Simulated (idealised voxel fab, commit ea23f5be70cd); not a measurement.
The document below concerns the process module designated voxel self aligned contacts.
Displayed cross-section: cut, width of 235 nm, square cells sized 5 nm.
Format of a cross-section: grid, square cells. Given as bands. Order: top down. Band: one or more rows of cells.
Band: top and bottom heights (nm) first, top before bottom; then materials from left to right, widths in nm. "full width" marks a sole material filling the band edge to edge. "empty" denotes empty space.
Beneath 0, the wafer as received is one material, and that level is where height counting begins. The lowest band goes on downward without a bottom; it is written like "0 -> down".
Think of "30..40" as a width that walks from the first number to the second as you go down the band, top row to bottom row, taking equal-sized steps from row to row.
For the purposes of this document, the phrase "everything unchanged" attached to a step denotes that no cell within the cross-section was modified by that step.
"Trapped void list": empty spaces of 8 cells or more with no open way to the top, each given as width x height at distance, distance from the left edge, all in nm.
On a step's line, text after the settings is the simulator commenting on that step.
On any step carrying a mask, the "overlay nm" setting, if present on the step's line, tells how far right of its planned place the mask lay; negative values point to the left.
[Listed below are the process steps as planned]
| 1 | RECEIVE (material Si) |
| 2 | OXIDIZE (depth nm 5) |
| 3 | DIRECTIONAL_DEP (material polySi; thk nm 25) |
| 4 | DIRECTIONAL_DEP (material SiN; thk nm 15) |
| 5 | PATTERN (tone cover; mask id GATE; material resist; width nm 25; pitch nm 60; thk nm 15; overlay nm 0) |
| 6 | DIRECTIONAL_ETCH (etch materials SiN; depth nm 15) |
| 7 | DIRECTIONAL_ETCH (etch materials polySi; depth nm 25) |
| 8 | STRIP (etch materials resist) |
| 9 | CONFORMAL_DEP (material SiN; thk nm 5) |
| 10 | DIRECTIONAL_ETCH (etch materials SiN; depth nm 5) |
| 11 | FILL_DEP (material SiO2; thk nm 15) |
| 12 | CMP (height nm 45) |
| 13 | PATTERN (tone open; mask id CONTACT; material resist; width nm 45; pitch nm 60; thk nm 15; overlay nm 0) |
| 14 | DIRECTIONAL_ETCH (etch materials SiO2; depth nm 50) |
| 15 | STRIP (etch materials resist) |
| 16 | CONFORMAL_DEP (material TiN; thk nm 5) |
| 17 | FILL_DEP (material W; thk nm 5) |
| 18 | CMP (height nm 45) |
| 19 | CONFORMAL_DEP (material SiN; thk nm 5) |
[Cross-section of the wafer as it came to us, i.e., already through step 1]
	0 -> down: Si full width
	Trapped void list: none
[End-of-module cross-section of the first of two wafers, processed as planned]
	50 -> 45: SiN full width
	45 -> 40: SiO2: 65, TiN: 15, W: 15, TiN: 15, SiO2: 15, TiN: 15, W: 15, TiN: 15, SiO2: 65
	40 -> 25: SiO2: 40, SiN: 35, TiN: 5, W: 15, TiN: 5, SiN: 35, TiN: 5, W: 15, TiN: 5, SiN: 35, SiO2: 40
	25 -> 0: SiO2: 40, SiN: 5, polySi: 25, SiN: 5, TiN: 5, W: 15, TiN: 5, SiN: 5, polySi: 25, SiN: 5, TiN: 5, W: 15, TiN: 5, SiN: 5, polySi: 25, SiN: 5, SiO2: 40
	0 -> -5: SiO2: 75, TiN: 25, SiO2: 35, TiN: 25, SiO2: 75
	-5 -> down: Si full width
	Trapped void list: none
[Here's the second of our two wafers sectioned at module end. Same start as the first, same plan, but one mistake got made running it]
	50 -> 45: SiN full width
	45 -> 40: SiO2: 65, TiN: 20, W: 10, TiN: 15, SiO2: 15, TiN: 20, W: 10, TiN: 15, SiO2: 65
	40 -> 25: SiO2: 40, SiN: 40, TiN: 5, W: 10, TiN: 5, SiN: 40, TiN: 5, W: 10, TiN: 5, SiN: 40, SiO2: 35
	25 -> 0: SiO2: 40, SiN: 5, polySi: 30, SiN: 5, TiN: 5, W: 10, TiN: 5, SiN: 5, polySi: 30, SiN: 5, TiN: 5, W: 10, TiN: 5, SiN: 5, polySi: 30, SiN: 5, SiO2: 35
	0 -> -5: SiO2: 80, TiN: 20, SiO2: 40, TiN: 20, SiO2: 75
	-5 -> down: Si full width
	Trapped void list: none
What was the processing mistake? note that step 5 departed from the planned setting and was carried out as PATTERN (tone cover; mask id GATE; material resist; width nm 30; pitch nm 60; thk nm 15; overlay nm 0)
End of process, cell counts, second wafer against first, materials with more or fewer: 9 more of SiN; 6 fewer of SiO2; 18 fewer of W; 15 more of polySi
